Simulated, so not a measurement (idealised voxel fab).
The process module presented herein is designated voxel self aligned vias.
We display cut, a cross-section 285 nm in width whose square cells are each 5 nm.
We lay out every cross-section as a grid of square cells and spell it out in bands from the top down, where one band means one or more rows of cells. Band entry format. Leading values: height of top, height of bottom, nm. Remainder: materials in left-to-right order, each with its width in nm. Special words: "everywhere" on a single material, which then fills the band edge to edge; "air", empty space. All heights in this document are referenced to 0, defined as the level beneath which the wafer, as received, consists entirely of one material. The lowest band is not bounded below; it extends indefinitely downward and is written in the form "0 -> down". Width: "30->40" (first number = top row, second number = bottom row, same change from row to row of cells). Take "all unchanged" at face value: in the step it is given for, the cross-section changed in none of its cells. "Closed internal voids" enumerates empty spaces isolated from the top, with no open way to it, that contain at least 8 cells, giving each as width x height at distance from the left edge, all three in nm. Anything after a step's settings on that line? It's the simulator's own note about the step. overlay nm, on a step with a mask: how far to the right of its planned place the mask lay; to the left if negative.
**The steps planned for the process are as follows**
- 1: RECEIVE with material Si
- 2: CONFORMAL_DEP with material SiO2, thk nm 15
- 3: CONFORMAL_DEP with material SiCN, thk nm 5
- 4: DIRECTIONAL_DEP with material lowk, thk nm 30
- 5: DIRECTIONAL_DEP with material aC, thk nm 10
- 6: PATTERN with tone open, mask id LINES, material resist, width nm 20, pitch nm 60, thk nm 30, overlay nm 0
- 7: DIRECTIONAL_ETCH with etch materials aC, depth nm 10
- 8: STRIP with etch materials resist
- 9: DIRECTIONAL_ETCH with etch materials lowk, depth nm 30
- 10: STRIP with etch materials aC
- 11: CONFORMAL_DEP with material TiN, thk nm 5
- 12: FILL_DEP with material W, thk nm 10
- 13: CMP with height nm 50
- 14: SELECTIVE_ETCH with etch materials W Ru TiN, depth nm 10
- 15: FILL_DEP with material SiN, thk nm 10
- 16: CMP with height nm 50
- 17: DIRECTIONAL_DEP with material lowk, thk nm 15
- 18: PATTERN with tone open, mask id VIAS, material resist, width nm 30, thk nm 15, overlay nm 0
- 19: DIRECTIONAL_ETCH with etch materials lowk, depth nm 15
- 20: DIRECTIONAL_ETCH with etch materials SiN, depth nm 10
- 21: STRIP with etch materials resist
- 22: CONFORMAL_DEP with material TiN, thk nm 5
- 23: FILL_DEP with material W, thk nm 5
- 24: CMP with height nm 65
- 25: CONFORMAL_DEP with material SiN, thk nm 5
Variable across wafers: step 18 width nm (plan value is that of the first wafer; starting state common to all).
**Here's the first of the wafers in cross-section, just as we got it, i.e. after step 1**
0 -> down | Si everywhere
Closed internal voids: none
**First wafer of several, cross-section, module end, after step 25 (last)**
70 -> 65 | SiN everywhere
65 -> 55 | 95 nm lowk, then 5 nm TiN, then 20 nm W, then 5 nm TiN, then 160 nm lowk
55 -> 50 | 95 nm lowk, then 10 nm TiN, then 10 nm W, then 10 nm TiN, then 160 nm lowk
50 -> 45 | 100 nm lowk, then 5 nm TiN, then 10 nm W, then 5 nm TiN, then 40 nm lowk, then 20 nm SiN, then 105 nm lowk
45 -> 40 | 100 nm lowk, then 20 nm TiN, then 40 nm lowk, then 20 nm SiN, then 105 nm lowk
40 -> 25 | 100 nm lowk, then 5 nm TiN, then 10 nm W, then 5 nm TiN, then 40 nm lowk, then 5 nm TiN, then 10 nm W, then 5 nm TiN, then 105 nm lowk
25 -> 20 | 100 nm lowk, then 20 nm TiN, then 40 nm lowk, then 20 nm TiN, then 105 nm lowk
20 -> 15 | SiCN everywhere
15 -> 0 | SiO2 everywhere
0 -> down | Si everywhere
Closed internal voids: none
**Cross-section, module end, final of several wafers**
70 -> 65 | SiN everywhere
65 -> 55 | 85 nm lowk, then 5 nm TiN, then 45 nm W, then 5 nm TiN, then 145 nm lowk
55 -> 50 | 85 nm lowk, then 20 nm TiN, then 10 nm W, then 25 nm TiN, then 145 nm lowk
50 -> 45 | 100 nm lowk, then 5 nm TiN, then 10 nm W, then 5 nm TiN, then 40 nm lowk, then 20 nm SiN, then 105 nm lowk
45 -> 40 | 100 nm lowk, then 20 nm TiN, then 40 nm lowk, then 20 nm SiN, then 105 nm lowk
40 -> 25 | 100 nm lowk, then 5 nm TiN, then 10 nm W, then 5 nm TiN, then 40 nm lowk, then 5 nm TiN, then 10 nm W, then 5 nm TiN, then 105 nm lowk
25 -> 20 | 100 nm lowk, then 20 nm TiN, then 40 nm lowk, then 20 nm TiN, then 105 nm lowk
20 -> 15 | SiCN everywhere
15 -> 0 | SiO2 everywhere
0 -> down | Si everywhere
Closed internal voids: none
**Quick key for the table: a row per wafer, taken at the end of the module. For each material it tells you how many cells the wafer gained (+) or lost (-) since it came in, and the closed voids come after**
width nm 30; +57 SiCN; +65 SiN; +171 SiO2; +34 TiN; +24 W; +447 lowk; Closed internal voids: none
width nm 35; +57 SiCN; +65 SiN; +171 SiO2; +35 TiN; +26 W; +444 lowk; Closed internal voids: none
width nm 40; +57 SiCN; +65 SiN; +171 SiO2; +36 TiN; +28 W; +441 lowk; Closed internal voids: none
width nm 45; +57 SiCN; +65 SiN; +171 SiO2; +37 TiN; +30 W; +438 lowk; Closed internal voids: none
width nm 50; +57 SiCN; +65 SiN; +171 SiO2; +38 TiN; +32 W; +435 lowk; Closed internal voids: none
width nm 55; +57 SiCN; +65 SiN; +171 SiO2; +39 TiN; +34 W; +432 lowk; Closed internal voids: none
